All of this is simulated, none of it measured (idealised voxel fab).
process module | voxel wiring stack
cross-section cut | 205 nm wide | cells 5 nm
A cross-section is a grid of square cells, given in bands from the top down. A band is one or more rows of cells.
Each band's line starts with the height of the band's top and of its bottom, in nm. Then come its materials from left to right, each with its width in nm. One material with "throughout" fills the band from edge to edge. "air" is empty space.
Height 0 is the level under which the wafer as received is all one material. The lowest band goes on downwards, as in "0 down".
A width such as "30 to 40" changes by the same amount from each row of cells to the next, from the band's top row to its bottom row.
"no change" after a step means that no cell of the cross-section changed.
closed voids: empty space of 8 cells or more with no open way to the top, each as width x height at its distance from the left edge, in nm
after a step's settings: what the simulator itself notes on the step
overlay nm, on a step with a mask: how far to the right of its planned place the mask lay; to the left if negative
plan
1 op RECEIVE | material Si
2 op CONFORMAL_DEP | material SiO2 | thk nm 10
3 op DIRECTIONAL_DEP | material TiN | thk nm 5
4 op DIRECTIONAL_DEP | material W | thk nm 20
5 op DIRECTIONAL_DEP | material aC | thk nm 15
6 op PATTERN | tone cover | mask id METAL_1 | material resist | width nm 30 | pitch nm 50 | thk nm 35 | overlay nm 0
7 op DIRECTIONAL_ETCH | etch materials aC | depth nm 15
8 op STRIP | etch materials resist
9 op DIRECTIONAL_ETCH | etch materials W | depth nm 20
10 op DIRECTIONAL_ETCH | etch materials TiN | depth nm 5
11 op STRIP | etch materials aC
12 op FILL_DEP | material lowk | thk nm 5
13 op CMP | height nm 35
14 op CONFORMAL_DEP | material SiCN | thk nm 5
15 op DIRECTIONAL_DEP | material lowk | thk nm 25
16 op MASKED_ETCH | tone open | mask id METAL_2_HOLES | width nm 15 | pitch nm 50 | etch materials lowk | depth nm 25 | overlay nm 0
17 op MASKED_ETCH | tone open | mask id METAL_2 | width nm 30 | pitch nm 50 | etch materials lowk | depth nm 15 | overlay nm 0
18 op MASKED_ETCH | tone open | mask id METAL_2 | width nm 30 | pitch nm 50 | etch materials SiCN | depth nm 5 | overlay nm 0
19 op CONFORMAL_DEP | material TiN | thk nm 5
20 op FILL_DEP | material Cu | thk nm 5
21 op CMP | height nm 65
22 op CONFORMAL_DEP | material SiN | thk nm 5
as received, after step 1
  0 down: Si throughout
  closed voids: none
a wafer at the end: this start, this plan, one mistake
  70 to 65: SiN throughout
  65 to 55: lowk 60 | TiN 5 | Cu 20 | TiN 5 | lowk 20 | TiN 5 | Cu 20 | TiN 5 | lowk 65
  55 to 50: lowk 60 | TiN 5 | Cu 5 | TiN 20 | lowk 20 | TiN 5 | Cu 5 | TiN 20 | lowk 65
  50 to 40: lowk 60 | TiN 5 | Cu 5 | TiN 5 | lowk 35 | TiN 5 | Cu 5 | TiN 5 | lowk 80
  40 to 35: SiCN 60 | TiN 15 | SiCN 35 | TiN 15 | SiCN 80
  35 to 15: lowk 60 | W 30 | lowk 20 | W 30 | lowk 65
  15 to 5: SiO2 throughout
  5 to 0: TiN throughout
  0 down: Si throughout
  closed voids: none
what went wrong: steps 2 and 3 were swapped
